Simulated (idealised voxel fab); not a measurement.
Herein follows the process module entitled voxel plated lines.
Cross-section cut: width 180 nm, square cells of 5 nm.
Square cells in a grid make up a cross-section in this document, and the grid is given as bands, listed from the top down, each one or more rows of cells. Within each band entry, the heights of the top and of the bottom of the band appear first, in that order and in nm; the materials of the band then follow from left to right, each with its corresponding width in nm. The designation "everywhere" on a single material indicates that it fills the band from edge to edge; the designation "empty" indicates empty space. Below 0: as-received wafer, all one material; heights counted from there. Lowest band: no bottom, goes on down, written "top 0, no bottom". Width: "30->40" (first number = top row, second number = bottom row, same change from row to row of cells). "no modification" means the step left every cell of the cross-section as it was. "Voids, fully enclosed" means: voids of 8 cells or more that are shut off from the top with no open way through. Written width x height at distance, distance from the left edge, in nm. Heads up: the bit after the settings on a step's line is the simulator's remark on that step. "overlay nm" denotes, for a step that has a mask, the displacement of the mask to the right of its planned place, with negative values corresponding to the left.

# List of planned process steps
1: op RECEIVE | material Si
2: op CONFORMAL_DEP | material Al2O3 | thk nm 5
3: op DIRECTIONAL_DEP | material TiN | thk nm 5
4: op PATTERN | tone open | mask id LINES | material resist | width nm 15 | pitch nm 35 | thk nm 40 | overlay nm -15
5: op EPI | material Ru | thk nm 10
6: op EPI | material Ru | thk nm 5
7: op EPI | material Ru | thk nm 5
8: op STRIP | etch materials resist
9: op DIRECTIONAL_ETCH | etch materials TiN | depth nm 5
10: op CONFORMAL_DEP | material SiCN | thk nm 10
Where the wafers of this document differ is in the overlay nm of step 4; they start out the same, and the plan states the value that applied to the first wafer.

# Cross-section: the first of several wafers in its as-received state, i.e. following step 1
  top 0, no bottom = Si everywhere
  Voids, fully enclosed: none

# Below: a row per wafer. Contents at end of module: for every material, cells gained since receipt (+) or lost since receipt (-); then closed voids
overlay nm -15; +36 Al2O3; +24 Ru; +112 SiCN; +6 TiN; Voids, fully enclosed: none
overlay nm -10; +36 Al2O3; +24 Ru; +112 SiCN; +6 TiN; Voids, fully enclosed: none
overlay nm -5; +36 Al2O3; +24 Ru; +112 SiCN; +6 TiN; Voids, fully enclosed: none
overlay nm 0; +36 Al2O3; +24 Ru; +112 SiCN; +6 TiN; Voids, fully enclosed: none
overlay nm 5; +36 Al2O3; +24 Ru; +112 SiCN; +6 TiN; Voids, fully enclosed: none
overlay nm 10; +36 Al2O3; +24 Ru; +112 SiCN; +6 TiN; Voids, fully enclosed: none
overlay nm 15; +36 Al2O3; +24 Ru; +112 SiCN; +6 TiN; Voids, fully enclosed: none
